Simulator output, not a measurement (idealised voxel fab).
Herein follows the process module entitled voxel transistor to metal.
Each square cell in cross-section cut measures 5 nm, and the section as a whole is 295 nm wide.
Bands, listed from the top down, are how a cross-section gets written in this document; the cross-section itself is a grid of square cells, and a band is one or more rows of them.
First you get the band's top height and its bottom height, in nm, and then the materials it's made of, left to right, with each width in nm. If you see a single material with "throughout", that one covers the band edge to edge. "empty" is empty space.
Beneath 0, the wafer as received is one material, and that level is where height counting begins. The lowest band goes on downward without a bottom; it is written like "top 0, no bottom".
A two-number width, for instance "30 to 40", indicates that the width is equal to the first number in the top row of the band and to the second number in the bottom row, and that it changes by a constant amount per row of cells.
You'll sometimes find "no modification" written for a step, and that's the way of saying that nowhere in the cross-section did a cell change during that step.
Closed-off voids of 8+ cells (no open route to the top) go in "Closed cavities", written width x height at distance from the left edge, in nm.
What comes after the settings on a step's line is commentary from the simulator itself on that step.
Regarding "overlay nm": on a step with a mask, it is the distance the mask lay to the right of its planned place; a negative value places it to the left.

## The process steps that were planned are listed below
- 1: RECEIVE (material Si)
- 2: OXIDIZE (depth nm 5)
- 3: CONFORMAL_DEP (material SiN; thk nm 10)
- 4: MASKED_ETCH (tone cover; mask id ACTIVE; width nm 90; pitch nm 110; etch materials SiN; depth nm 10; overlay nm 0)
- 5: MASKED_ETCH (tone cover; mask id ACTIVE; width nm 90; pitch nm 110; etch materials SiO2; depth nm 5; overlay nm 0)
- 6: MASKED_ETCH (tone cover; mask id ACTIVE; width nm 90; pitch nm 110; etch materials Si; depth nm 25; overlay nm 0)
- 7: FILL_DEP (material SiO2; thk nm 15)
- 8: CMP (height nm 10)
- 9: SELECTIVE_ETCH (etch materials SiO2; depth nm 10)
- 10: STRIP (etch materials SiN)
- 11: SELECTIVE_ETCH (etch materials SiO2; depth nm 5)
- 12: OXIDIZE (depth nm 5)
- 13: DIRECTIONAL_DEP (material polySi; thk nm 25)
- 14: DIRECTIONAL_DEP (material SiCN; thk nm 10)
- 15: MASKED_ETCH (tone cover; mask id GATE; width nm 20; pitch nm 110; etch materials SiCN; depth nm 20; overlay nm 0)
- 16: MASKED_ETCH (tone cover; mask id GATE; width nm 20; pitch nm 110; etch materials polySi; depth nm 35; overlay nm 0)
- 17: CONFORMAL_DEP (material SiO2; thk nm 5)
- 18: DIRECTIONAL_ETCH (etch materials SiO2; depth nm 5)
- 19: CONFORMAL_DEP (material SiN; thk nm 10)
- 20: DIRECTIONAL_ETCH (etch materials SiN; depth nm 10)
- 21: DIRECTIONAL_ETCH (etch materials SiO2; depth nm 5)
- 22: DIRECTIONAL_ETCH (etch materials Si; depth nm 5)
- 23: EPI (material SiGe; thk nm 10)
- 24: FILL_DEP (material SiO2; thk nm 5)
- 25: CMP (height nm 30)
- 26: DIRECTIONAL_DEP (material SiO2; thk nm 10)
- 27: PATTERN (tone open; mask id CONTACT; material resist; width nm 15; thk nm 20; overlay nm 0)
- 28: DIRECTIONAL_ETCH (etch materials SiO2; depth nm 45)
- 29: STRIP (etch materials resist)
- 30: CONFORMAL_DEP (material TiN; thk nm 5)
- 31: FILL_DEP (material W; thk nm 5)
- 32: CMP (height nm 40)
- 33: DIRECTIONAL_DEP (material TiN; thk nm 5)
- 34: DIRECTIONAL_DEP (material Ru; thk nm 25)
- 35: MASKED_ETCH (tone cover; mask id METAL_1; width nm 15; etch materials Ru; depth nm 25; overlay nm 0)
- 36: MASKED_ETCH (tone cover; mask id METAL_1; width nm 15; etch materials TiN; depth nm 5; overlay nm 0)
- 37: FILL_DEP (material SiO2; thk nm 5)
- 38: CMP (height nm 70)
- 39: CONFORMAL_DEP (material SiCN; thk nm 5)
- 40: DIRECTIONAL_DEP (material SiO2; thk nm 30)
- 41: DIRECTIONAL_DEP (material aC; thk nm 10)
- 42: PATTERN (tone open; mask id METAL_2; material resist; width nm 15; pitch nm 110; thk nm 25; overlay nm 0)
- 43: DIRECTIONAL_ETCH (etch materials aC; depth nm 10)
- 44: STRIP (etch materials resist)
- 45: DIRECTIONAL_ETCH (etch materials SiO2; depth nm 15)
- 46: STRIP (etch materials aC)
- 47: MASKED_ETCH (tone open; mask id METAL_2_HOLES; width nm 15; pitch nm 110; etch materials SiO2; depth nm 15; overlay nm 0)
- 48: MASKED_ETCH (tone open; mask id METAL_2_HOLES; width nm 15; pitch nm 110; etch materials SiCN; depth nm 5; overlay nm 0)
- 49: CONFORMAL_DEP (material TiN; thk nm 5)
- 50: FILL_DEP (material Ru; thk nm 10)
- 51: CMP (height nm 105)
- 52: CONFORMAL_DEP (material SiN; thk nm 5)

## Cross-section: wafer on arrival = after step 1
top 0, no bottom | Si throughout
Closed cavities: none

## End-of-module cross-section. Starting structure and process plan as above; one mistake made in running it
top 110, bottom 105 | SiN throughout
top 105, bottom 75 | SiO2=50, then TiN=5, then Ru=5, then TiN=5, then SiO2=95, then TiN=5, then Ru=5, then TiN=5, then SiO2=120
top 75, bottom 70 | SiCN=50, then TiN=15, then SiCN=95, then TiN=15, then SiCN=120
top 70, bottom 45 | SiO2=50, then Ru=15, then SiO2=50, then Ru=15, then SiO2=30, then Ru=15, then SiO2=50, then Ru=15, then SiO2=55
top 45, bottom 40 | SiO2=50, then TiN=15, then SiO2=50, then TiN=15, then SiO2=30, then TiN=15, then SiO2=50, then TiN=15, then SiO2=55
top 40, bottom 30 | SiO2=50, then TiN=5, then polySi=5, then TiN=5, then SiO2=50, then TiN=5, then polySi=5, then TiN=5, then SiO2=30, then TiN=5, then polySi=5, then TiN=5, then SiO2=50, then TiN=5, then polySi=5, then TiN=5, then SiO2=55
top 30, bottom 20 | SiO2=50, then TiN=5, then polySi=5, then TiN=5, then SiN=10, then SiO2=5, then SiCN=20, then SiO2=5, then SiN=10, then TiN=5, then polySi=5, then TiN=5, then SiO2=30, then TiN=5, then polySi=5, then TiN=5, then SiN=10, then SiO2=5, then SiCN=20, then SiO2=5, then SiN=10, then TiN=5, then polySi=5, then TiN=5, then SiO2=55
top 20, bottom 5 | SiO2=50, then TiN=5, then polySi=5, then TiN=5, then SiN=10, then SiO2=5, then polySi=20, then SiO2=5, then SiN=10, then TiN=5, then polySi=5, then TiN=5, then SiO2=30, then TiN=5, then polySi=5, then TiN=5, then SiN=10, then SiO2=5, then polySi=20, then SiO2=5, then SiN=10, then TiN=5, then polySi=5, then TiN=5, then SiO2=55
top 5, bottom 0 | SiO2=50, then TiN=15, then SiN=10, then SiO2=5, then polySi=20, then SiO2=5, then SiN=10, then TiN=15, then SiO2=30, then TiN=15, then SiN=10, then SiO2=5, then polySi=20, then SiO2=5, then SiN=10, then TiN=15, then SiO2=55
top 0, bottom -5 | SiO2=50, then TiN=5, then SiGe=10, then SiN=10, then SiO2=5, then polySi=20, then SiO2=5, then SiN=10, then SiGe=10, then TiN=5, then SiO2=30, then TiN=5, then SiGe=10, then SiN=10, then SiO2=5, then polySi=20, then SiO2=5, then SiN=10, then SiGe=10, then TiN=5, then SiO2=55
top -5, bottom -10 | SiO2=40, then SiGe=25, then SiO2=50, then SiGe=25, then SiO2=10, then SiGe=25, then SiO2=50, then SiGe=25, then SiO2=45
top -10, bottom -15 | SiO2=45, then SiGe=20, then Si=50, then SiGe=20, then SiO2=20, then SiGe=20, then Si=50, then SiGe=20, then SiO2=50
top -15, bottom -30 | SiO2=45, then Si=90, then SiO2=20, then Si=90, then SiO2=50
top -30, no bottom | Si throughout
Closed cavities: none
It is concluded that the wafer was processed incorrectly with respect to the plan, in that for step 31, the planned setting was not used; the step was instead run as FILL_DEP (material polySi; thk nm 5)
